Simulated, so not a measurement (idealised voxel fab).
Herein follows the process module entitled voxel transistor to metal.
For reference, the cross-section in this document is cut, with width 285 nm and square cells of 5 nm.
A cross-section is a grid of square cells, given in bands from the top down. A band is one or more rows of cells.
The entry gives the band's vertical extent as a top height and a bottom height in nm, then its horizontal make-up as materials from left to right, each with a width in nm. "empty" stands for empty space; a single material marked "full width" fills the band edge to edge.
Note: height 0 marks the level under which the wafer is uniformly one material as received. Lowest band unbounded below, written "0..down".
A width given as "30..40" starts at the first number in the band's top row and ends at the second number in its bottom row, shifting by an equal amount at every step from row to row.
"remains unaltered" -> step changed no cross-section cell.
Closed-off voids of 8+ cells (no open route to the top) go in "Voids, enclosed", written width x height at distance from the left edge, in nm.
Read whatever lies past the settings on a step's line as the simulator's own remark about the step.
What "overlay nm" on a step's line means: if the step has a mask, that mask lay this far to the right of its planned place, or, when the value is negative, to the left.

### These are the steps we planned for the process
- 1: RECEIVE, material Si
- 2: OXIDIZE, depth nm 5
- 3: CONFORMAL_DEP, material SiN, thk nm 10
- 4: PATTERN, tone cover, mask id ACTIVE, material resist, width nm 100, pitch nm 125, thk nm 20, overlay nm 0
- 5: DIRECTIONAL_ETCH, etch materials SiN, depth nm 10
- 6: DIRECTIONAL_ETCH, etch materials SiO2, depth nm 5
- 7: DIRECTIONAL_ETCH, etch materials Si, depth nm 25
- 8: STRIP, etch materials resist
- 9: FILL_DEP, material SiO2, thk nm 10
- 10: CMP, height nm 10
- 11: SELECTIVE_ETCH, etch materials SiO2, depth nm 5
- 12: STRIP, etch materials SiN
- 13: SELECTIVE_ETCH, etch materials SiO2, depth nm 5
- 14: OXIDIZE, depth nm 5
- 15: DIRECTIONAL_DEP, material polySi, thk nm 25
- 16: DIRECTIONAL_DEP, material SiCN, thk nm 10
- 17: DIRECTIONAL_DEP, material aC, thk nm 10
- 18: PATTERN, tone cover, mask id GATE, material resist, width nm 20, pitch nm 125, thk nm 30, overlay nm 0
- 19: DIRECTIONAL_ETCH, etch materials aC, depth nm 10
- 20: STRIP, etch materials resist
- 21: DIRECTIONAL_ETCH, etch materials SiCN, depth nm 20
- 22: DIRECTIONAL_ETCH, etch materials polySi, depth nm 35
- 23: STRIP, etch materials aC
- 24: CONFORMAL_DEP, material SiN, thk nm 10
- 25: DIRECTIONAL_ETCH, etch materials SiN, depth nm 10
- 26: DIRECTIONAL_ETCH, etch materials SiO2, depth nm 5
- 27: EPI, material SiGe, thk nm 5
- 28: FILL_DEP, material SiO2, thk nm 10
- 29: CMP, height nm 30
- 30: DIRECTIONAL_DEP, material SiO2, thk nm 15
- 31: MASKED_ETCH, tone open, mask id CONTACT, width nm 30, etch materials SiO2, depth nm 50, overlay nm 0
- 32: CONFORMAL_DEP, material TiN, thk nm 5
- 33: FILL_DEP, material W, thk nm 10
- 34: CMP, height nm 45
- 35: CONFORMAL_DEP, material SiCN, thk nm 5
- 36: DIRECTIONAL_DEP, material lowk, thk nm 25
- 37: MASKED_ETCH, tone open, mask id METAL_1, width nm 15, etch materials lowk, depth nm 25, overlay nm 0
- 38: MASKED_ETCH, tone open, mask id METAL_1, width nm 15, etch materials SiCN, depth nm 5, overlay nm 0
- 39: CONFORMAL_DEP, material TiN, thk nm 5
- 40: FILL_DEP, material Ru, thk nm 10
- 41: CMP, height nm 75
- 42: EPI, material Ru, thk nm 5
- 43: FILL_DEP, material SiCN, thk nm 5

### The first of a set of two wafers, run to plan

### As-received wafer cross-section (after step 1)
  0..down  Si full width
  Voids, enclosed: none

### After step 2: wafer cross-section
  0..-5  SiO2 full width
  For the remainder of the cross-section, below -5, there is no change.

### After step 3: wafer cross-section
  10..0  SiN full width
  For the remainder of the cross-section, below 0, there is no change.

### After step 4: wafer cross-section
  30..10  empty=30  resist=100  empty=25  resist=100  empty=30
  For the remainder of the cross-section, below 10, there is no change.

### After step 5: wafer cross-section
  30..10  empty=30  resist=100  empty=25  resist=100  empty=30
  10..0  empty=30  SiN=100  empty=25  SiN=100  empty=30
  For the remainder of the cross-section, below 0, there is no change.

### After step 6: wafer cross-section
  30..10  empty=30  resist=100  empty=25  resist=100  empty=30
  10..0  empty=30  SiN=100  empty=25  SiN=100  empty=30
  0..-5  empty=30  SiO2=100  empty=25  SiO2=100  empty=30
  For the remainder of the cross-section, below -5, there is no change.

### After step 7: wafer cross-section
  30..10  empty=30  resist=100  empty=25  resist=100  empty=30
  10..0  empty=30  SiN=100  empty=25  SiN=100  empty=30
  0..-5  empty=30  SiO2=100  empty=25  SiO2=100  empty=30
  -5..-30  empty=30  Si=100  empty=25  Si=100  empty=30
  For the remainder of the cross-section, below -30, there is no change.

### After step 8: wafer cross-section
  10..0  empty=30  SiN=100  empty=25  SiN=100  empty=30
  For the remainder of the cross-section, below 0, there is no change.

### After step 9: wafer cross-section
  20..10  SiO2 full width
  10..0  SiO2=30  SiN=100  SiO2=25  SiN=100  SiO2=30
  0..-5  SiO2 full width
  -5..-30  SiO2=30  Si=100  SiO2=25  Si=100  SiO2=30
  For the remainder of the cross-section, below -30, there is no change.

### After step 10: wafer cross-section
  10..0  SiO2=30  SiN=100  SiO2=25  SiN=100  SiO2=30
  For the remainder of the cross-section, below 0, there is no change.

### After step 11: wafer cross-section
  10..5  empty=30  SiN=100  empty=25  SiN=100  empty=30
  For the remainder of the cross-section, below 5, there is no change.

### After step 12: wafer cross-section
  5..0  SiO2=30  empty=100  SiO2=25  empty=100  SiO2=30
  For the remainder of the cross-section, below 0, there is no change.

### After step 13: wafer cross-section
  0..-5  SiO2=25  empty=110  SiO2=15  empty=110  SiO2=25
  For the remainder of the cross-section, below -5, there is no change.

### After step 14: wafer cross-section
  0..-5  SiO2=25  empty=110  SiO2=15  empty=110  SiO2=25
  -5..-10  SiO2 full width
  For the remainder of the cross-section, below -10, there is no change.

### After step 15: wafer cross-section
  25..20  polySi=25  empty=110  polySi=15  empty=110  polySi=25
  20..0  polySi full width
  0..-5  SiO2=25  polySi=110  SiO2=15  polySi=110  SiO2=25
  For the remainder of the cross-section, below -5, there is no change.

### After step 16: wafer cross-section
  35..30  SiCN=25  empty=110  SiCN=15  empty=110  SiCN=25
  30..25  SiCN full width
  25..20  polySi=25  SiCN=110  polySi=15  SiCN=110  polySi=25
  For the remainder of the cross-section, below 20, there is no change.

### After step 17: wafer cross-section
  45..40  aC=25  empty=110  aC=15  empty=110  aC=25
  40..35  aC full width
  35..30  SiCN=25  aC=110  SiCN=15  aC=110  SiCN=25
  For the remainder of the cross-section, below 30, there is no change.

### After step 18: wafer cross-section
  75..45  empty=70  resist=20  empty=105  resist=20  empty=70
  45..40  aC=25  empty=45  resist=20  empty=45  aC=15  empty=45  resist=20  empty=45  aC=25
  For the remainder of the cross-section, below 40, there is no change.

### After step 19: wafer cross-section
  65..40  empty=70  resist=20  empty=105  resist=20  empty=70
  40..35  empty=70  aC=20  empty=105  aC=20  empty=70
  35..30  SiCN=25  empty=45  aC=20  empty=45  SiCN=15  empty=45  aC=20  empty=45  SiCN=25
  For the remainder of the cross-section, below 30, there is no change.

### After step 20: wafer cross-section
  40..35  empty=70  aC=20  empty=105  aC=20  empty=70
  For the remainder of the cross-section, below 35, there is no change.

### After step 21: wafer cross-section
  40..30  empty=70  aC=20  empty=105  aC=20  empty=70
  30..25  empty=70  SiCN=20  empty=105  SiCN=20  empty=70
  25..20  polySi=25  empty=45  SiCN=20  empty=45  polySi=15  empty=45  SiCN=20  empty=45  polySi=25
  For the remainder of the cross-section, below 20, there is no change.

### After step 22: wafer cross-section
  40..30  empty=70  aC=20  empty=105  aC=20  empty=70
  30..20  empty=70  SiCN=20  empty=105  SiCN=20  empty=70
  20..0  empty=70  polySi=20  empty=105  polySi=20  empty=70
  0..-5  SiO2=25  empty=45  polySi=20  empty=45  SiO2=15  empty=45  polySi=20  empty=45  SiO2=25
  For the remainder of the cross-section, below -5, there is no change.

### After step 23: wafer cross-section
  30..20  empty=70  SiCN=20  empty=105  SiCN=20  empty=70
  For the remainder of the cross-section, below 20, there is no change.

### After step 24: wafer cross-section
  40..30  empty=60  SiN=40  empty=85  SiN=40  empty=60
  30..20  empty=60  SiN=10  SiCN=20  SiN=10  empty=85  SiN=10  SiCN=20  SiN=10  empty=60
  20..10  empty=60  SiN=10  polySi=20  SiN=10  empty=85  SiN=10  polySi=20  SiN=10  empty=60
  10..5  SiN=35  empty=25  SiN=10  polySi=20  SiN=10  empty=25  SiN=35  empty=25  SiN=10  polySi=20  SiN=10  empty=25  SiN=35
  5..0  SiN=70  polySi=20  SiN=105  polySi=20  SiN=70
  0..-5  SiO2=25  SiN=45  polySi=20  SiN=45  SiO2=15  SiN=45  polySi=20  SiN=45  SiO2=25
  For the remainder of the cross-section, below -5, there is no change.

### After step 25: wafer cross-section
  30..20  empty=60  SiN=10  SiCN=20  SiN=10  empty=85  SiN=10  SiCN=20  SiN=10  empty=60
  20..0  empty=60  SiN=10  polySi=20  SiN=10  empty=85  SiN=10  polySi=20  SiN=10  empty=60
  0..-5  SiO2=25  SiN=10  empty=25  SiN=10  polySi=20  SiN=10  empty=25  SiN=10  SiO2=15  SiN=10  empty=25  SiN=10  polySi=20  SiN=10  empty=25  SiN=10  SiO2=25
  For the remainder of the cross-section, below -5, there is no change.

### After step 26: wafer cross-section
  30..20  empty=60  SiN=10  SiCN=20  SiN=10  empty=85  SiN=10  SiCN=20  SiN=10  empty=60
  20..0  empty=60  SiN=10  polySi=20  SiN=10  empty=85  SiN=10  polySi=20  SiN=10  empty=60
  0..-5  empty=25  SiN=10  empty=25  SiN=10  polySi=20  SiN=10  empty=25  SiN=10  empty=15  SiN=10  empty=25  SiN=10  polySi=20  SiN=10  empty=25  SiN=10  empty=25
  -5..-10  SiO2=35  empty=25  SiO2=40  empty=25  SiO2=35  empty=25  SiO2=40  empty=25  SiO2=35
  For the remainder of the cross-section, below -10, there is no change.

### After step 27: wafer cross-section
  30..20  empty=60  SiN=10  SiCN=20  SiN=10  empty=85  SiN=10  SiCN=20  SiN=10  empty=60
  20..0  empty=60  SiN=10  polySi=20  SiN=10  empty=85  SiN=10  polySi=20  SiN=10  empty=60
  0..-5  empty=25  SiN=10  empty=25  SiN=10  polySi=20  SiN=10  empty=25  SiN=10  empty=15  SiN=10  empty=25  SiN=10  polySi=20  SiN=10  empty=25  SiN=10  empty=25
  -5..-10  SiO2=35  SiGe=25  SiO2=40  SiGe=25  SiO2=35  SiGe=25  SiO2=40  SiGe=25  SiO2=35
  For the remainder of the cross-section, below -10, there is no change.

### After step 28: wafer cross-section
  40..30  SiO2 full width
  30..20  SiO2=60  SiN=10  SiCN=20  SiN=10  SiO2=85  SiN=10  SiCN=20  SiN=10  SiO2=60
  20..0  SiO2=60  SiN=10  polySi=20  SiN=10  SiO2=85  SiN=10  polySi=20  SiN=10  SiO2=60
  0..-5  SiO2=25  SiN=10  SiO2=25  SiN=10  polySi=20  SiN=10  SiO2=25  SiN=10  SiO2=15  SiN=10  SiO2=25  SiN=10  polySi=20  SiN=10  SiO2=25  SiN=10  SiO2=25
  For the remainder of the cross-section, below -5, there is no change.

### After step 29: wafer cross-section
  30..20  SiO2=60  SiN=10  SiCN=20  SiN=10  SiO2=85  SiN=10  SiCN=20  SiN=10  SiO2=60
  For the remainder of the cross-section, below 20, there is no change.

### After step 30: wafer cross-section
  45..30  SiO2 full width
  For the remainder of the cross-section, below 30, there is no change.

### After step 31: wafer cross-section
  45..30  SiO2=35  empty=30  SiO2=30  empty=30  SiO2=35  empty=30  SiO2=30  empty=30  SiO2=35
  30..20  SiO2=35  empty=25  SiN=10  SiCN=20  SiN=10  empty=25  SiO2=35  empty=25  SiN=10  SiCN=20  SiN=10  empty=25  SiO2=35
  20..0  SiO2=35  empty=25  SiN=10  polySi=20  SiN=10  empty=25  SiO2=35  empty=25  SiN=10  polySi=20  SiN=10  empty=25  SiO2=35
  0..-5  SiO2=25  SiN=10  empty=25  SiN=10  polySi=20  SiN=10  empty=25  SiN=10  SiO2=15  SiN=10  empty=25  SiN=10  polySi=20  SiN=10  empty=25  SiN=10  SiO2=25
  For the remainder of the cross-section, below -5, there is no change.

### After step 32: wafer cross-section
  50..45  TiN=40  empty=20  TiN=40  empty=20  TiN=45  empty=20  TiN=40  empty=20  TiN=40
  45..35  SiO2=35  TiN=5  empty=20  TiN=5  SiO2=30  TiN=5  empty=20  TiN=5  SiO2=35  TiN=5  empty=20  TiN=5  SiO2=30  TiN=5  empty=20  TiN=5  SiO2=35
  35..30  SiO2=35  TiN=5  empty=15  TiN=10  SiO2=30  TiN=10  empty=15  TiN=5  SiO2=35  TiN=5  empty=15  TiN=10  SiO2=30  TiN=10  empty=15  TiN=5  SiO2=35
  30..20  SiO2=35  TiN=5  empty=15  TiN=5  SiN=10  SiCN=20  SiN=10  TiN=5  empty=15  TiN=5  SiO2=35  TiN=5  empty=15  TiN=5  SiN=10  SiCN=20  SiN=10  TiN=5  empty=15  TiN=5  SiO2=35
  20..0  SiO2=35  TiN=5  empty=15  TiN=5  SiN=10  polySi=20  SiN=10  TiN=5  empty=15  TiN=5  SiO2=35  TiN=5  empty=15  TiN=5  SiN=10  polySi=20  SiN=10  TiN=5  empty=15  TiN=5  SiO2=35
  0..-5  SiO2=25  SiN=10  TiN=25  SiN=10  polySi=20  SiN=10  TiN=25  SiN=10  SiO2=15  SiN=10  TiN=25  SiN=10  polySi=20  SiN=10  TiN=25  SiN=10  SiO2=25
  For the remainder of the cross-section, below -5, there is no change.

### After step 33: wafer cross-section
  60..50  W full width
  50..45  TiN=40  W=20  TiN=40  W=20  TiN=45  W=20  TiN=40  W=20  TiN=40
  45..35  SiO2=35  TiN=5  W=20  TiN=5  SiO2=30  TiN=5  W=20  TiN=5  SiO2=35  TiN=5  W=20  TiN=5  SiO2=30  TiN=5  W=20  TiN=5  SiO2=35
  35..30  SiO2=35  TiN=5  W=15  TiN=10  SiO2=30  TiN=10  W=15  TiN=5  SiO2=35  TiN=5  W=15  TiN=10  SiO2=30  TiN=10  W=15  TiN=5  SiO2=35
  30..20  SiO2=35  TiN=5  W=15  TiN=5  SiN=10  SiCN=20  SiN=10  TiN=5  W=15  TiN=5  SiO2=35  TiN=5  W=15  TiN=5  SiN=10  SiCN=20  SiN=10  TiN=5  W=15  TiN=5  SiO2=35
  20..0  SiO2=35  TiN=5  W=15  TiN=5  SiN=10  polySi=20  SiN=10  TiN=5  W=15  TiN=5  SiO2=35  TiN=5  W=15  TiN=5  SiN=10  polySi=20  SiN=10  TiN=5  W=15  TiN=5  SiO2=35
  For the remainder of the cross-section, below 0, there is no change.

### After step 34: wafer cross-section
  45..35  SiO2=35  TiN=5  W=20  TiN=5  SiO2=30  TiN=5  W=20  TiN=5  SiO2=35  TiN=5  W=20  TiN=5  SiO2=30  TiN=5  W=20  TiN=5  SiO2=35
  For the remainder of the cross-section, below 35, there is no change.

### After step 35: wafer cross-section
  50..45  SiCN full width
  For the remainder of the cross-section, below 45, there is no change.

### After step 36: wafer cross-section
  75..50  lowk full width
  For the remainder of the cross-section, below 50, there is no change.

### After step 37: wafer cross-section
  75..50  lowk=35  empty=15  lowk=60  empty=15  lowk=35  empty=15  lowk=60  empty=15  lowk=35
  For the remainder of the cross-section, below 50, there is no change.

### After step 38: wafer cross-section
  75..50  lowk=35  empty=15  lowk=60  empty=15  lowk=35  empty=15  lowk=60  empty=15  lowk=35
  50..45  SiCN=35  empty=15  SiCN=60  empty=15  SiCN=35  empty=15  SiCN=60  empty=15  SiCN=35
  For the remainder of the cross-section, below 45, there is no change.

### After step 39: wafer cross-section
  80..75  TiN=40  empty=5  TiN=70  empty=5  TiN=45  empty=5  TiN=70  empty=5  TiN=40
  75..50  lowk=35  TiN=5  empty=5  TiN=5  lowk=60  TiN=5  empty=5  TiN=5  lowk=35  TiN=5  empty=5  TiN=5  lowk=60  TiN=5  empty=5  TiN=5  lowk=35
  50..45  SiCN=35  TiN=15  SiCN=60  TiN=15  SiCN=35  TiN=15  SiCN=60  TiN=15  SiCN=35
  For the remainder of the cross-section, below 45, there is no change.

### After step 40: wafer cross-section
  90..80  Ru full width
  80..75  TiN=40  Ru=5  TiN=70  Ru=5  TiN=45  Ru=5  TiN=70  Ru=5  TiN=40
  75..50  lowk=35  TiN=5  Ru=5  TiN=5  lowk=60  TiN=5  Ru=5  TiN=5  lowk=35  TiN=5  Ru=5  TiN=5  lowk=60  TiN=5  Ru=5  TiN=5  lowk=35
  For the remainder of the cross-section, below 50, there is no change.

### After step 41: wafer cross-section
  75..50  lowk=35  TiN=5  Ru=5  TiN=5  lowk=60  TiN=5  Ru=5  TiN=5  lowk=35  TiN=5  Ru=5  TiN=5  lowk=60  TiN=5  Ru=5  TiN=5  lowk=35
  For the remainder of the cross-section, below 50, there is no change.

### After step 42: wafer cross-section
  80..75  empty=30  Ru=25  empty=50  Ru=25  empty=25  Ru=25  empty=50  Ru=25  empty=30
  For the remainder of the cross-section, below 75, there is no change.

### After step 43: wafer cross-section
  85..80  SiCN full width
  80..75  SiCN=30  Ru=25  SiCN=50  Ru=25  SiCN=25  Ru=25  SiCN=50  Ru=25  SiCN=30
  For the remainder of the cross-section, below 75, there is no change.

### For the second wafer, take the first wafer's start and plan, then add one mistake made in running it; everything through step 29, that step included, is shared with the first

### Second wafer shown in cross-section at the time step 30 was slated to end
  60..30  SiO2 full width
  For the remainder of the cross-section, below 30, there is no change.

### Second wafer shown in cross-section at the time step 31 was slated to end
  60..30  SiO2=35  empty=30  SiO2=30  empty=30  SiO2=35  empty=30  SiO2=30  empty=30  SiO2=35
  30..20  SiO2=35  empty=25  SiN=10  SiCN=20  SiN=10  empty=25  SiO2=35  empty=25  SiN=10  SiCN=20  SiN=10  empty=25  SiO2=35
  20..10  SiO2=35  empty=25  SiN=10  polySi=20  SiN=10  empty=25  SiO2=35  empty=25  SiN=10  polySi=20  SiN=10  empty=25  SiO2=35
  For the remainder of the cross-section, below 10, there is no change.

### Second wafer shown in cross-section at the time step 32 was slated to end
  65..60  TiN=40  empty=20  TiN=40  empty=20  TiN=45  empty=20  TiN=40  empty=20  TiN=40
  60..35  SiO2=35  TiN=5  empty=20  TiN=5  SiO2=30  TiN=5  empty=20  TiN=5  SiO2=35  TiN=5  empty=20  TiN=5  SiO2=30  TiN=5  empty=20  TiN=5  SiO2=35
  35..30  SiO2=35  TiN=5  empty=15  TiN=10  SiO2=30  TiN=10  empty=15  TiN=5  SiO2=35  TiN=5  empty=15  TiN=10  SiO2=30  TiN=10  empty=15  TiN=5  SiO2=35
  30..20  SiO2=35  TiN=5  empty=15  TiN=5  SiN=10  SiCN=20  SiN=10  TiN=5  empty=15  TiN=5  SiO2=35  TiN=5  empty=15  TiN=5  SiN=10  SiCN=20  SiN=10  TiN=5  empty=15  TiN=5  SiO2=35
  20..15  SiO2=35  TiN=5  empty=15  TiN=5  SiN=10  polySi=20  SiN=10  TiN=5  empty=15  TiN=5  SiO2=35  TiN=5  empty=15  TiN=5  SiN=10  polySi=20  SiN=10  TiN=5  empty=15  TiN=5  SiO2=35
  15..10  SiO2=35  TiN=25  SiN=10  polySi=20  SiN=10  TiN=25  SiO2=35  TiN=25  SiN=10  polySi=20  SiN=10  TiN=25  SiO2=35
  For the remainder of the cross-section, below 10, there is no change.

### Second wafer shown in cross-section at the time step 33 was slated to end
  75..65  W full width
  65..60  TiN=40  W=20  TiN=40  W=20  TiN=45  W=20  TiN=40  W=20  TiN=40
  60..35  SiO2=35  TiN=5  W=20  TiN=5  SiO2=30  TiN=5  W=20  TiN=5  SiO2=35  TiN=5  W=20  TiN=5  SiO2=30  TiN=5  W=20  TiN=5  SiO2=35
  35..30  SiO2=35  TiN=5  W=15  TiN=10  SiO2=30  TiN=10  W=15  TiN=5  SiO2=35  TiN=5  W=15  TiN=10  SiO2=30  TiN=10  W=15  TiN=5  SiO2=35
  30..20  SiO2=35  TiN=5  W=15  TiN=5  SiN=10  SiCN=20  SiN=10  TiN=5  W=15  TiN=5  SiO2=35  TiN=5  W=15  TiN=5  SiN=10  SiCN=20  SiN=10  TiN=5  W=15  TiN=5  SiO2=35
  20..15  SiO2=35  TiN=5  W=15  TiN=5  SiN=10  polySi=20  SiN=10  TiN=5  W=15  TiN=5  SiO2=35  TiN=5  W=15  TiN=5  SiN=10  polySi=20  SiN=10  TiN=5  W=15  TiN=5  SiO2=35
  For the remainder of the cross-section, below 15, there is no change.

### Second wafer shown in cross-section at the time step 34 was slated to end
  45..35  SiO2=35  TiN=5  W=20  TiN=5  SiO2=30  TiN=5  W=20  TiN=5  SiO2=35  TiN=5  W=20  TiN=5  SiO2=30  TiN=5  W=20  TiN=5  SiO2=35
  For the remainder of the cross-section, below 35, there is no change.

### Second wafer shown in cross-section at the time step 35 was slated to end
  50..45  SiCN full width
  For the remainder of the cross-section, below 45, there is no change.

### Second wafer shown in cross-section at the time step 36 was slated to end
  75..50  lowk full width
  For the remainder of the cross-section, below 50, there is no change.

### Second wafer shown in cross-section at the time step 37 was slated to end
  75..50  lowk=35  empty=15  lowk=60  empty=15  lowk=35  empty=15  lowk=60  empty=15  lowk=35
  For the remainder of the cross-section, below 50, there is no change.

### Second wafer shown in cross-section at the time step 38 was slated to end
  75..50  lowk=35  empty=15  lowk=60  empty=15  lowk=35  empty=15  lowk=60  empty=15  lowk=35
  50..45  SiCN=35  empty=15  SiCN=60  empty=15  SiCN=35  empty=15  SiCN=60  empty=15  SiCN=35
  For the remainder of the cross-section, below 45, there is no change.

### Second wafer shown in cross-section at the time step 39 was slated to end
  80..75  TiN=40  empty=5  TiN=70  empty=5  TiN=45  empty=5  TiN=70  empty=5  TiN=40
  75..50  lowk=35  TiN=5  empty=5  TiN=5  lowk=60  TiN=5  empty=5  TiN=5  lowk=35  TiN=5  empty=5  TiN=5  lowk=60  TiN=5  empty=5  TiN=5  lowk=35
  50..45  SiCN=35  TiN=15  SiCN=60  TiN=15  SiCN=35  TiN=15  SiCN=60  TiN=15  SiCN=35
  For the remainder of the cross-section, below 45, there is no change.

### Second wafer shown in cross-section at the time step 40 was slated to end
  90..80  Ru full width
  80..75  TiN=40  Ru=5  TiN=70  Ru=5  TiN=45  Ru=5  TiN=70  Ru=5  TiN=40
  75..50  lowk=35  TiN=5  Ru=5  TiN=5  lowk=60  TiN=5  Ru=5  TiN=5  lowk=35  TiN=5  Ru=5  TiN=5  lowk=60  TiN=5  Ru=5  TiN=5  lowk=35
  For the remainder of the cross-section, below 50, there is no change.

### Second wafer shown in cross-section at the time step 41 was slated to end
  75..50  lowk=35  TiN=5  Ru=5  TiN=5  lowk=60  TiN=5  Ru=5  TiN=5  lowk=35  TiN=5  Ru=5  TiN=5  lowk=60  TiN=5  Ru=5  TiN=5  lowk=35
  For the remainder of the cross-section, below 50, there is no change.

### Second wafer shown in cross-section at the time step 42 was slated to end
  80..75  empty=30  Ru=25  empty=50  Ru=25  empty=25  Ru=25  empty=50  Ru=25  empty=30
  For the remainder of the cross-section, below 75, there is no change.

### Second wafer shown in cross-section at the time step 43 was slated to end
  85..80  SiCN full width
  80..75  SiCN=30  Ru=25  SiCN=50  Ru=25  SiCN=25  Ru=25  SiCN=50  Ru=25  SiCN=30
  For the remainder of the cross-section, below 75, there is no change.
What was the processing mistake? execution of plan step 30 occurred twice
FYI, end of process, the second wafer has more or fewer cells of some materials than the first: +60 SiO2; -24 TiN; -36 W
